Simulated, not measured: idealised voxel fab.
The following is a process module called voxel capacitor over wiring.
We display cut, a cross-section 200 nm in width whose square cells are each 5 nm.
Reading order for cross-sections: top band down to bottom band. Underlying form: a grid of square cells. Band size: one or more rows of cells. Top height, bottom height, nm. Materials left to right, width each, nm. Single material + "full width" = fills band edge to edge. "blank" = empty. Convention: height 0 is the level below which the wafer, as received, is all one material. The lowest band does not terminate at the bottom but continues downward, represented as "0 and below". Per-row width for "30 to 40": begins at first number (top row of band), ends at second number (bottom row), increment between rows held constant. "everything unchanged" (step): cross-section cells unchanged, all of them. Heads up: "Enclosed void inventory" only lists the empty pockets with no open path to the top that are 8 cells or more, and it writes them as width x height at distance, distance from the left edge, in nm. Whatever follows a step's settings on its line is a remark the simulator itself makes about that step. overlay nm, on a step with a mask: how far to the right of its planned place the mask lay; to the left if negative. Each pair below shows a cross-section before one step and the cross-section after it, down to the lowest band that changed. The line under each pair gives the step between them, with its settings. The pairs can come from different runs of this module on the same starting wafer, so a pair continues from the pair above only where its "Before processing" says so.
Before processing:
- 60 down to 40  lowk full width
- 40 down to 35  SiCN full width
- 35 down to 20  lowk=45 / Ru=25 / lowk=60 / Ru=25 / lowk=45
- 20 down to 15  SiCN full width
- 15 down to 0  SiO2 full width
- 0 and below  Si full width
- Enclosed void inventory: none
Post-Step Geometry:
- 60 down to 40  lowk=55 / blank=15 / lowk=130
- Everything below 40 is unchanged.
- Enclosed void inventory: none
Between the two cross-sections you see above, the step is MASKED_ETCH,tone open,mask id PLUG_1,width nm 15,etch materials lowk,depth nm 20,overlay nm 0
Before processing: no separate figure, the pair right above already shows it after its step.
Post-Step Geometry:
- 60 down to 40  lowk=55 / blank=15 / lowk=130
- 40 down to 35  SiCN=55 / blank=15 / SiCN=130
- Everything below 35 is unchanged.
- Enclosed void inventory: none
Between the two cross-sections you see above, the step is MASKED_ETCH,tone open,mask id PLUG_1,width nm 15,etch materials SiCN,depth nm 5,overlay nm 0
Before processing: no separate figure, the pair right above already shows it after its step.
Post-Step Geometry:
- 60 down to 45  lowk=55 / blank=15 / lowk=130
- 45 down to 40  lowk=55 / Ru=15 / lowk=130
- 40 down to 35  SiCN=55 / Ru=15 / SiCN=130
- Everything below 35 is unchanged.
- Enclosed void inventory: none
Between the two cross-sections you see above, the step is EPI,material Ru,thk nm 10
Before processing: no separate figure, the pair right above already shows it after its step.
Post-Step Geometry:
- 60 down to 55  lowk=55 / blank=15 / lowk=130
- 55 down to 40  lowk=55 / Ru=15 / lowk=130
- Everything below 40 is unchanged.
- Enclosed void inventory: none
Between the two cross-sections you see above, the step is EPI,material Ru,thk nm 10
Before processing: no separate figure, the pair right above already shows it after its step.
Post-Step Geometry:
- 60 down to 40  lowk=55 / Ru=15 / lowk=130
- Everything below 40 is unchanged.
- Enclosed void inventory: none
Between the two cross-sections you see above, the step is EPI,material Ru,thk nm 5
Before processing: no separate figure, the pair right above already shows it after its step.
Post-Step Geometry:
- 70 down to 60  TiN full width
- Everything below 60 is unchanged.
- Enclosed void inventory: none
Between the two cross-sections you see above, the step is DIRECTIONAL_DEP,material TiN,thk nm 10
Before processing: no separate figure, the pair right above already shows it after its step.
Post-Step Geometry:
- 75 down to 70  Al2O3 full width
- Everything below 70 is unchanged.
- Enclosed void inventory: none
Between the two cross-sections you see above, the step is DIRECTIONAL_DEP,material Al2O3,thk nm 5
Before processing: no separate figure, the pair right above already shows it after its step.
Post-Step Geometry:
- 80 down to 75  TiN full width
- Everything below 75 is unchanged.
- Enclosed void inventory: none
Between the two cross-sections you see above, the step is DIRECTIONAL_DEP,material TiN,thk nm 5
Before processing: no separate figure, the pair right above already shows it after its step.
Post-Step Geometry:
- 95 down to 80  blank=55 / resist=65 / blank=80
- Everything below 80 is unchanged.
- Enclosed void inventory: none
Between the two cross-sections you see above, the step is PATTERN,tone cover,mask id UPPER_PLATE,material resist,width nm 65,thk nm 15,overlay nm 0
Before processing: no separate figure, the pair right above already shows it after its step.
Post-Step Geometry:
- 95 down to 80  blank=55 / resist=65 / blank=80
- 80 down to 75  blank=55 / TiN=65 / blank=80
- Everything below 75 is unchanged.
- Enclosed void inventory: none
Between the two cross-sections you see above, the step is DIRECTIONAL_ETCH,etch materials TiN,depth nm 5
Before processing: no separate figure, the pair right above already shows it after its step.
Post-Step Geometry:
- 95 down to 80  blank=55 / resist=65 / blank=80
- 80 down to 75  blank=55 / TiN=65 / blank=80
- 75 down to 70  blank=55 / Al2O3=65 / blank=80
- Everything below 70 is unchanged.
- Enclosed void inventory: none
Between the two cross-sections you see above, the step is DIRECTIONAL_ETCH,etch materials Al2O3,depth nm 5
Before processing: no separate figure, the pair right above already shows it after its step.
Post-Step Geometry:
- 80 down to 75  blank=55 / TiN=65 / blank=80
- Everything below 75 is unchanged.
- Enclosed void inventory: none
Between the two cross-sections you see above, the step is STRIP,etch materials resist
Before processing: no separate figure, the pair right above already shows it after its step.
Post-Step Geometry:
- 100 down to 80  blank=50 / resist=75 / blank=75
- 80 down to 75  blank=50 / resist=5 / TiN=65 / resist=5 / blank=75
- 75 down to 70  blank=50 / resist=5 / Al2O3=65 / resist=5 / blank=75
- Everything below 70 is unchanged.
- Enclosed void inventory: none
Between the two cross-sections you see above, the step is PATTERN,tone cover,mask id LOWER_PLATE,material resist,width nm 75,thk nm 20,overlay nm 0
Before processing: no separate figure, the pair right above already shows it after its step.
Post-Step Geometry:
- 100 down to 80  blank=50 / resist=75 / blank=75
- 80 down to 75  blank=50 / resist=5 / TiN=65 / resist=5 / blank=75
- 75 down to 70  blank=50 / resist=5 / Al2O3=65 / resist=5 / blank=75
- 70 down to 60  blank=50 / TiN=75 / blank=75
- Everything below 60 is unchanged.
- Enclosed void inventory: none
Between the two cross-sections you see above, the step is DIRECTIONAL_ETCH,etch materials TiN,depth nm 10
Before processing: no separate figure, the pair right above already shows it after its step.
Post-Step Geometry:
- 80 down to 75  blank=55 / TiN=65 / blank=80
- 75 down to 70  blank=55 / Al2O3=65 / blank=80
- Everything below 70 is unchanged.
- Enclosed void inventory: none
Between the two cross-sections you see above, the step is STRIP,etch materials resist
Before processing: no separate figure, the pair right above already shows it after its step.
Post-Step Geometry:
- 95 down to 80  SiO2 full width
- 80 down to 75  SiO2=55 / TiN=65 / SiO2=80
- 75 down to 70  SiO2=55 / Al2O3=65 / SiO2=80
- 70 down to 60  SiO2=50 / TiN=75 / SiO2=75
- Everything below 60 is unchanged.
- Enclosed void inventory: none
Between the two cross-sections you see above, the step is FILL_DEP,material SiO2,thk nm 15
Before processing: no separate figure, the pair right above already shows it after its step.
Post-Step Geometry:
- 90 down to 80  SiO2 full width
- Everything below 80 is unchanged.
- Enclosed void inventory: none
Between the two cross-sections you see above, the step is CMP,height nm 90
Before processing: no separate figure, the pair right above already shows it after its step.
Post-Step Geometry:
- 105 down to 90  aC full width
- Everything below 90 is unchanged.
- Enclosed void inventory: none
Between the two cross-sections you see above, the step is DIRECTIONAL_DEP,material aC,thk nm 15
Before processing: no separate figure, the pair right above already shows it after its step.
Post-Step Geometry:
- 135 down to 105  resist=65 / blank=15 / resist=120
- Everything below 105 is unchanged.
- Enclosed void inventory: none
Between the two cross-sections you see above, the step is PATTERN,tone open,mask id PLUG_2,material resist,width nm 15,thk nm 30,overlay nm 0
Before processing: no separate figure, the pair right above already shows it after its step.
Post-Step Geometry:
- 120 down to 105  resist=65 / blank=15 / resist=120
- 105 down to 90  aC=65 / blank=15 / aC=120
- Everything below 90 is unchanged.
- Enclosed void inventory: none
Between the two cross-sections you see above, the step is DIRECTIONAL_ETCH,etch materials aC,depth nm 15
Before processing: no separate figure, the pair right above already shows it after its step.
Post-Step Geometry:
- 105 down to 90  aC=65 / blank=15 / aC=120
- Everything below 90 is unchanged.
- Enclosed void inventory: none
Between the two cross-sections you see above, the step is STRIP,etch materials resist
Before processing: no separate figure, the pair right above already shows it after its step.
Post-Step Geometry:
- 105 down to 90  aC=65 / blank=15 / aC=120
- 90 down to 80  SiO2=65 / blank=15 / SiO2=120
- Everything below 80 is unchanged.
- Enclosed void inventory: none
Between the two cross-sections you see above, the step is DIRECTIONAL_ETCH,etch materials SiO2,depth nm 10
Before processing: no separate figure, the pair right above already shows it after its step.
Post-Step Geometry:
- 90 down to 80  SiO2=65 / blank=15 / SiO2=120
- Everything below 80 is unchanged.
- Enclosed void inventory: none
Between the two cross-sections you see above, the step is STRIP,etch materials aC
Before processing: no separate figure, the pair right above already shows it after its step.
Post-Step Geometry:
- 95 down to 90  TiN=70 / blank=5 / TiN=125
- 90 down to 85  SiO2=65 / TiN=5 / blank=5 / TiN=5 / SiO2=120
- 85 down to 75  SiO2=65 to 55 / TiN=15 to 65 / SiO2=120 to 80
- Everything below 75 is unchanged.
- Enclosed void inventory: none
Between the two cross-sections you see above, the step is CONFORMAL_DEP,material TiN,thk nm 5
Before processing: no separate figure, the pair right above already shows it after its step.
Post-Step Geometry:
- 105 down to 95  W full width
- 95 down to 90  TiN=70 / W=5 / TiN=125
- 90 down to 85  SiO2=65 / TiN=5 / W=5 / TiN=5 / SiO2=120
- Everything below 85 is unchanged.
- Enclosed void inventory: none
Between the two cross-sections you see above, the step is FILL_DEP,material W,thk nm 10
Before processing: no separate figure, the pair right above already shows it after its step.
Post-Step Geometry:
- 90 down to 85  SiO2=65 / TiN=5 / W=5 / TiN=5 / SiO2=120
- Everything below 85 is unchanged.
- Enclosed void inventory: none
Between the two cross-sections you see above, the step is CMP,height nm 90
Before processing: no separate figure, the pair right above already shows it after its step.
Post-Step Geometry:
- 95 down to 90  SiCN full width
- Everything below 90 is unchanged.
- Enclosed void inventory: none
Between the two cross-sections you see above, the step is CONFORMAL_DEP,material SiCN,thk nm 5
Before processing:
- 105 down to 90  aC full width
- 90 down to 80  SiO2 full width
- 80 down to 75  SiO2=55 / TiN=65 / SiO2=80
- 75 down to 70  SiO2=55 / Al2O3=65 / SiO2=80
- 70 down to 60  SiO2=50 / TiN=75 / SiO2=75
- 60 down to 40  lowk=55 / Ru=15 / lowk=130
- 40 down to 35  SiCN=55 / Ru=15 / SiCN=130
- 35 down to 20  lowk=45 / Ru=25 / lowk=60 / Ru=25 / lowk=45
- 20 down to 15  lowk=45 / TiN=25 / lowk=60 / TiN=25 / lowk=45
- 15 down to 0  SiO2 full width
- 0 and below  Si full width
- Enclosed void inventory: none
Post-Step Geometry:
- 135 down to 105  blank=65 / resist=15 / blank=120
- Everything below 105 is unchanged.
- Enclosed void inventory: none
Between the two cross-sections you see above, the step is PATTERN,tone cover,mask id PLUG_2,material resist,width nm 15,thk nm 30,overlay nm 0
Before processing: no separate figure, the pair right above already shows it after its step.
Post-Step Geometry:
- 120 down to 105  blank=65 / resist=15 / blank=120
- 105 down to 90  blank=65 / aC=15 / blank=120
- Everything below 90 is unchanged.
- Enclosed void inventory: none
Between the two cross-sections you see above, the step is DIRECTIONAL_ETCH,etch materials aC,depth nm 15
Before processing: no separate figure, the pair right above already shows it after its step.
Post-Step Geometry:
- 105 down to 90  blank=65 / aC=15 / blank=120
- Everything below 90 is unchanged.
- Enclosed void inventory: none
Between the two cross-sections you see above, the step is STRIP,etch materials resist
Before processing: no separate figure, the pair right above already shows it after its step.
Post-Step Geometry:
- 105 down to 90  blank=65 / aC=15 / blank=120
- 90 down to 80  blank=65 / SiO2=15 / blank=120
- Everything below 80 is unchanged.
- Enclosed void inventory: none
Between the two cross-sections you see above, the step is DIRECTIONAL_ETCH,etch materials SiO2,depth nm 10
Before processing: no separate figure, the pair right above already shows it after its step.
Post-Step Geometry:
- 90 down to 80  blank=65 / SiO2=15 / blank=120
- Everything below 80 is unchanged.
- Enclosed void inventory: none
Between the two cross-sections you see above, the step is STRIP,etch materials aC
Before processing: no separate figure, the pair right above already shows it after its step.
Post-Step Geometry:
- 95 down to 90  blank=60 / TiN=25 / blank=115
- 90 down to 85  blank=60 / TiN=5 / SiO2=15 / TiN=5 / blank=115
- 85 down to 80  TiN=65 / SiO2=15 / TiN=120
- Everything below 80 is unchanged.
- Enclosed void inventory: none
Between the two cross-sections you see above, the step is CONFORMAL_DEP,material TiN,thk nm 5
Before processing: no separate figure, the pair right above already shows it after its step.
Post-Step Geometry:
- 105 down to 95  W full width
- 95 down to 90  W=60 / TiN=25 / W=115
- 90 down to 85  W=60 / TiN=5 / SiO2=15 / TiN=5 / W=115
- Everything below 85 is unchanged.
- Enclosed void inventory: none
Between the two cross-sections you see above, the step is FILL_DEP,material W,thk nm 10
Before processing: no separate figure, the pair right above already shows it after its step.
Post-Step Geometry:
- 90 down to 85  W=60 / TiN=5 / SiO2=15 / TiN=5 / W=115
- Everything below 85 is unchanged.
- Enclosed void inventory: none
Between the two cross-sections you see above, the step is CMP,height nm 90
Before processing: no separate figure, the pair right above already shows it after its step.
Post-Step Geometry:
- 95 down to 90  SiCN full width
- Everything below 90 is unchanged.
- Enclosed void inventory: none
Between the two cross-sections you see above, the step is CONFORMAL_DEP,material SiCN,thk nm 5
